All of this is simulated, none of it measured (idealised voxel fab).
Presented below is a process module, voxel wiring stack.
The cross-section shown here is cut; it is 260 nm wide and divided into square cells measuring 5 nm on a side.
Cross-section, as written here: a square-cell grid given band by band from the top down, where a band holds one or more rows of cells. Read a band's entry like this: the first values are the height of its top and the height of its bottom in nm, and what follows is the sequence of materials from left to right, each with its width in nm. Note that "blank" is empty space, and that a single material marked "full width" reaches across the band from edge to edge. Heights are reckoned from 0. Under this level, the received wafer is all of one material. The bottommost band is open-ended downward, for example "0 down". With a width like "30 to 40", each row of cells in the band differs from the next by the same amount, the top row carrying the first number and the bottom row the second. Take "left unchanged" at face value: in the step it is given for, the cross-section changed in none of its cells. Basically, "Closed internal cavities" tells you about the enclosed voids: empty spaces with no open way to the top, 8 cells or bigger, each written width x height at distance, where distance is from the left edge, all in nm. What comes after the settings on a step's line is commentary from the simulator itself on that step. overlay nm: step with mask; distance mask lay right of planned place; negative value = left of planned place.
Planned process steps:
step 1: op RECEIVE | material Si
step 2: op CONFORMAL_DEP | material SiO2 | thk nm 15
step 3: op DIRECTIONAL_DEP | material TiN | thk nm 5
step 4: op DIRECTIONAL_DEP | material W | thk nm 15
step 5: op DIRECTIONAL_DEP | material aC | thk nm 10
step 6: op PATTERN | tone cover | mask id METAL_1 | material resist | width nm 20 | pitch nm 50 | thk nm 25 | overlay nm 0
step 7: op DIRECTIONAL_ETCH | etch materials aC | depth nm 10
step 8: op STRIP | etch materials resist
step 9: op DIRECTIONAL_ETCH | etch materials W | depth nm 15
step 10: op DIRECTIONAL_ETCH | etch materials TiN | depth nm 5
step 11: op STRIP | etch materials aC
step 12: op FILL_DEP | material SiO2 | thk nm 5
step 13: op CMP | height nm 35
step 14: op CONFORMAL_DEP | material SiCN | thk nm 5
step 15: op DIRECTIONAL_DEP | material SiO2 | thk nm 20
step 16: op PATTERN | tone open | mask id PLUG_1 | material resist | width nm 15 | pitch nm 50 | thk nm 15 | overlay nm 0
step 17: op DIRECTIONAL_ETCH | etch materials SiO2 | depth nm 20
step 18: op DIRECTIONAL_ETCH | etch materials SiCN | depth nm 5
step 19: op STRIP | etch materials resist
step 20: op CONFORMAL_DEP | material TiN | thk nm 5
step 21: op FILL_DEP | material Cu | thk nm 10
step 22: op CMP | height nm 60
step 23: op CONFORMAL_DEP | material SiN | thk nm 5
step 24: op DIRECTIONAL_DEP | material lowk | thk nm 25
step 25: op DIRECTIONAL_DEP | material aC | thk nm 15
step 26: op PATTERN | tone open | mask id METAL_2 | material resist | width nm 15 | pitch nm 50 | thk nm 35 | overlay nm 0
step 27: op DIRECTIONAL_ETCH | etch materials aC | depth nm 15
step 28: op STRIP | etch materials resist
step 29: op DIRECTIONAL_ETCH | etch materials lowk | depth nm 25
step 30: op DIRECTIONAL_ETCH | etch materials SiN | depth nm 5
step 31: op STRIP | etch materials aC
step 32: op CONFORMAL_DEP | material TiN | thk nm 5
step 33: op FILL_DEP | material W | thk nm 10
step 34: op CMP | height nm 90
step 35: op EPI | material Ru | thk nm 5
step 36: op FILL_DEP | material SiCN | thk nm 5
step 37: op DIRECTIONAL_DEP | material lowk | thk nm 35
step 38: op DIRECTIONAL_DEP | material aC | thk nm 15
step 39: op PATTERN | tone open | mask id METAL_3 | material resist | width nm 20 | pitch nm 50 | thk nm 35 | overlay nm 0
step 40: op DIRECTIONAL_ETCH | etch materials aC | depth nm 15
step 41: op STRIP | etch materials resist
step 42: op DIRECTIONAL_ETCH | etch materials lowk | depth nm 20
step 43: op STRIP | etch materials aC
step 44: op DIRECTIONAL_DEP | material aC | thk nm 10
step 45: op PATTERN | tone open | mask id METAL_3_HOLES | material resist | width nm 15 | pitch nm 50 | thk nm 30 | overlay nm 0
step 46: op DIRECTIONAL_ETCH | etch materials aC | depth nm 10
step 47: op STRIP | etch materials resist
step 48: op DIRECTIONAL_ETCH | etch materials lowk | depth nm 15
step 49: op DIRECTIONAL_ETCH | etch materials SiCN | depth nm 5
step 50: op STRIP | etch materials aC
step 51: op CONFORMAL_DEP | material TiN | thk nm 5
step 52: op FILL_DEP | material Ru | thk nm 10
step 53: op CMP | height nm 135
step 54: op CONFORMAL_DEP | material SiCN | thk nm 5
step 55: op DIRECTIONAL_DEP | material lowk | thk nm 25
step 56: op PATTERN | tone open | mask id METAL_4 | material resist | width nm 20 | pitch nm 50 | thk nm 20 | overlay nm 0
step 57: op DIRECTIONAL_ETCH | etch materials lowk | depth nm 15
step 58: op STRIP | etch materials resist
step 59: op MASKED_ETCH | tone open | mask id METAL_4_HOLES | width nm 15 | pitch nm 50 | etch materials lowk | depth nm 10 | overlay nm 0
step 60: op MASKED_ETCH | tone open | mask id METAL_4_HOLES | width nm 15 | pitch nm 50 | etch materials SiCN | depth nm 5 | overlay nm 0
step 61: op CONFORMAL_DEP | material TiN | thk nm 5
step 62: op FILL_DEP | material Cu | thk nm 10
step 63: op CMP | height nm 165
step 64: op CONFORMAL_DEP | material SiN | thk nm 5
For clarity, it should be stated that the wafers under discussion commence in an identical condition and differ with respect to the width nm of step 26, the plan indicating the value that the first wafer had.
Cross-sectional view of the first of several wafers in the as-received condition, corresponding to the state following step 1:
    0 down = Si full width
    Closed internal cavities: none
Gained (+) or lost (-) cells of each material since receipt, then closed voids: one row per wafer, at the end of the module:
width nm 15 | +33 Cu | +45 Ru | +166 SiCN | +95 SiN | +488 SiO2 | +180 TiN | +51 W | +710 lowk | Closed internal cavities: none
width nm 20 | +33 Cu | +48 Ru | +163 SiCN | +92 SiN | +488 SiO2 | +183 TiN | +66 W | +695 lowk | Closed internal cavities: none
width nm 25 | +33 Cu | +51 Ru | +160 SiCN | +89 SiN | +488 SiO2 | +186 TiN | +81 W | +680 lowk | Closed internal cavities: none
width nm 30 | +33 Cu | +54 Ru | +157 SiCN | +86 SiN | +488 SiO2 | +189 TiN | +96 W | +665 lowk | Closed internal cavities: none
width nm 35 | +33 Cu | +57 Ru | +154 SiCN | +83 SiN | +488 SiO2 | +192 TiN | +111 W | +650 lowk | Closed internal cavities: none
